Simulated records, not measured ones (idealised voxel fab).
Herein follows the process module entitled voxel ribs on slabs.
Cross-sectional view cut (width: 210 nm; square cell size: 5 nm).
For the purposes of this document, a cross-section shall be understood as a grid of square cells, specified as bands listed in top-to-bottom order, each band consisting of one or more rows of cells.
Band: top and bottom heights (nm) first, top before bottom; then materials from left to right, widths in nm. "everywhere" marks a sole material filling the band edge to edge. "blank" denotes empty space.
Height 0 is the level under which the wafer as received is all one material. The lowest band goes on downwards, as in "0 and below".
Read "30 to 40" as a graded width: first number on top, second number at the bottom, same change between each pair of neighbouring rows.
Any step labelled "no alteration" changed none of the cells in the cross-section.
You'll see "Sealed void list" listing empty spaces that have no way open to the top, as long as they're 8 cells or more; the notation is width x height at distance, where the distance is from the left edge, and all of it is in nm.
Heads up: the bit after the settings on a step's line is the simulator's remark on that step.
overlay nm: where the mask lay relative to plan, measured to the right, on steps with a mask; negatives go left.
[plan]
1. RECEIVE (material Si)
2. DIRECTIONAL_DEP (material SiO2; thk nm 25)
3. DIRECTIONAL_DEP (material SiN; thk nm 25)
4. MASKED_ETCH (tone cover; mask id RIB; width nm 15; etch materials SiN; depth nm 10; overlay nm 0)
5. PATTERN (tone cover; mask id SLAB; material resist; width nm 65; thk nm 15; overlay nm 0)
6. DIRECTIONAL_ETCH (etch materials SiN; depth nm 15)
7. STRIP (etch materials resist)
8. FILL_DEP (material SiO2; thk nm 25)
9. CMP (height nm 70)
10. DIRECTIONAL_DEP (material TiN; thk nm 5)
11. PATTERN (tone cover; mask id HEATER; material resist; width nm 25; thk nm 20; overlay nm 0)
12. DIRECTIONAL_ETCH (etch materials TiN; depth nm 5)
13. STRIP (etch materials resist)
14. CONFORMAL_DEP (material SiN; thk nm 10)
[Cross-sectional view of the wafer in its as-received condition, corresponding to the state after step 1]
- 0 and below: Si everywhere
- Sealed void list: none
[Cross-section taken at module completion on the first of two wafers; processed per the plan]
- 85 down to 80: blank=80  SiN=45  blank=85
- 80 down to 75: SiN everywhere
- 75 down to 70: SiN=90  TiN=25  SiN=95
- 70 down to 50: SiO2 everywhere
- 50 down to 40: SiO2=95  SiN=15  SiO2=100
- 40 down to 25: SiO2=70  SiN=65  SiO2=75
- 25 down to 0: SiO2 everywhere
- 0 and below: Si everywhere
- Sealed void list: none
[This is the second of the two wafers, cross-sectioned at the end of the module; it started exactly like the first and was given the same plan, but it was run with one mistake]
- 85 down to 80: blank=80  SiN=45  blank=85
- 80 down to 75: SiN everywhere
- 75 down to 70: SiN=90  TiN=25  SiN=95
- 70 down to 55: SiO2 everywhere
- 55 down to 45: SiO2=95  SiN=15  SiO2=100
- 45 down to 30: SiO2=70  SiN=65  SiO2=75
- 30 down to 25: SiN everywhere
- 25 down to 0: SiO2 everywhere
- 0 and below: Si everywhere
- Sealed void list: none
Deviation from plan: contrary to plan, step 3 was performed as DIRECTIONAL_DEP (material SiN; thk nm 30)
Final wafer comparison in cells, second versus first, more or fewer per material: +42 SiN; -42 SiO2
